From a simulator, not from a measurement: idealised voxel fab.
process module | voxel double patterning
cross-section cut | 175 nm wide | cells 5 nm
A cross-section is a grid of square cells, given in bands from the top down. A band is one or more rows of cells.
Each band's line starts with the height of the band's top and of its bottom, in nm. Then come its materials from left to right, each with its width in nm. One material with "throughout" fills the band from edge to edge. "air" is empty space.
Height 0 is the level under which the wafer as received is all one material. The lowest band goes on downwards, as in "0 down".
A width such as "30 to 40" changes by the same amount from each row of cells to the next, from the band's top row to its bottom row.
"no change" after a step means that no cell of the cross-section changed.
closed voids: empty space of 8 cells or more with no open way to the top, each as width x height at its distance from the left edge, in nm
after a step's settings: what the simulator itself notes on the step
overlay nm, on a step with a mask: how far to the right of its planned place the mask lay; to the left if negative
plan
1 op RECEIVE | material Si
2 op CONFORMAL_DEP | material SiN | thk nm 10
3 op DIRECTIONAL_DEP | material SiO2 | thk nm 10
4 op DIRECTIONAL_DEP | material SiCN | thk nm 5
5 op DIRECTIONAL_DEP | material aC | thk nm 10
6 op PATTERN | tone open | mask id FIRST | material resist | width nm 15 | pitch nm 50 | thk nm 30 | overlay nm 0
7 op DIRECTIONAL_ETCH | etch materials aC | depth nm 10
8 op STRIP | etch materials resist
9 op DIRECTIONAL_ETCH | etch materials SiCN | depth nm 5
10 op STRIP | etch materials aC
11 op MASKED_ETCH | tone open | mask id SECOND | width nm 15 | etch materials SiCN | depth nm 5 | overlay nm 0
12 op DIRECTIONAL_ETCH | etch materials SiO2 | depth nm 10
13 op STRIP | etch materials SiCN
first wafer, as planned
as received, after step 1
  0 down: Si throughout
  closed voids: none
after step 2
  10 to 0: SiN throughout
  below 0: unchanged
after step 3
  20 to 10: SiO2 throughout
  below 10: unchanged
after step 4
  25 to 20: SiCN throughout
  below 20: unchanged
after step 5
  35 to 25: aC throughout
  below 25: unchanged
after step 6
  65 to 35: resist 55 | air 15 | resist 35 | air 15 | resist 55
  below 35: unchanged
after step 7
  55 to 35: resist 55 | air 15 | resist 35 | air 15 | resist 55
  35 to 25: aC 55 | air 15 | aC 35 | air 15 | aC 55
  below 25: unchanged
after step 8
  35 to 25: aC 55 | air 15 | aC 35 | air 15 | aC 55
  below 25: unchanged
after step 9
  35 to 25: aC 55 | air 15 | aC 35 | air 15 | aC 55
  25 to 20: SiCN 55 | air 15 | SiCN 35 | air 15 | SiCN 55
  below 20: unchanged
after step 10
  25 to 20: SiCN 55 | air 15 | SiCN 35 | air 15 | SiCN 55
  below 20: unchanged
after step 11
  25 to 20: SiCN 55 | air 15 | SiCN 10 | air 15 | SiCN 10 | air 15 | SiCN 55
  below 20: unchanged
after step 12
  25 to 20: SiCN 55 | air 15 | SiCN 10 | air 15 | SiCN 10 | air 15 | SiCN 55
  20 to 10: SiO2 55 | air 15 | SiO2 10 | air 15 | SiO2 10 | air 15 | SiO2 55
  below 10: unchanged
after step 13
  20 to 10: SiO2 55 | air 15 | SiO2 10 | air 15 | SiO2 10 | air 15 | SiO2 55
  below 10: unchanged
second wafer: like start, like plan, one mistake. Through step 1 it matches the first wafer
when step 2 should have ended: no change
when step 3 should have ended
  10 to 0: SiO2 throughout
  below 0: unchanged
when step 4 should have ended
  15 to 10: SiCN throughout
  below 10: unchanged
when step 5 should have ended
  25 to 15: aC throughout
  below 15: unchanged
when step 6 should have ended
  55 to 25: resist 55 | air 15 | resist 35 | air 15 | resist 55
  below 25: unchanged
when step 7 should have ended
  45 to 25: resist 55 | air 15 | resist 35 | air 15 | resist 55
  25 to 15: aC 55 | air 15 | aC 35 | air 15 | aC 55
  below 15: unchanged
when step 8 should have ended
  25 to 15: aC 55 | air 15 | aC 35 | air 15 | aC 55
  below 15: unchanged
when step 9 should have ended
  25 to 15: aC 55 | air 15 | aC 35 | air 15 | aC 55
  15 to 10: SiCN 55 | air 15 | SiCN 35 | air 15 | SiCN 55
  below 10: unchanged
when step 10 should have ended
  15 to 10: SiCN 55 | air 15 | SiCN 35 | air 15 | SiCN 55
  below 10: unchanged
when step 11 should have ended
  15 to 10: SiCN 55 | air 15 | SiCN 10 | air 15 | SiCN 10 | air 15 | SiCN 55
  below 10: unchanged
when step 12 should have ended
  15 to 10: SiCN 55 | air 15 | SiCN 10 | air 15 | SiCN 10 | air 15 | SiCN 55
  10 to 0: SiO2 55 | air 15 | SiO2 10 | air 15 | SiO2 10 | air 15 | SiO2 55
  below 0: unchanged
when step 13 should have ended
  10 to 0: SiO2 55 | air 15 | SiO2 10 | air 15 | SiO2 10 | air 15 | SiO2 55
  below 0: unchanged
what went wrong: step 2 was left out
at the end the second wafer has, in cells: 70 fewer of SiN
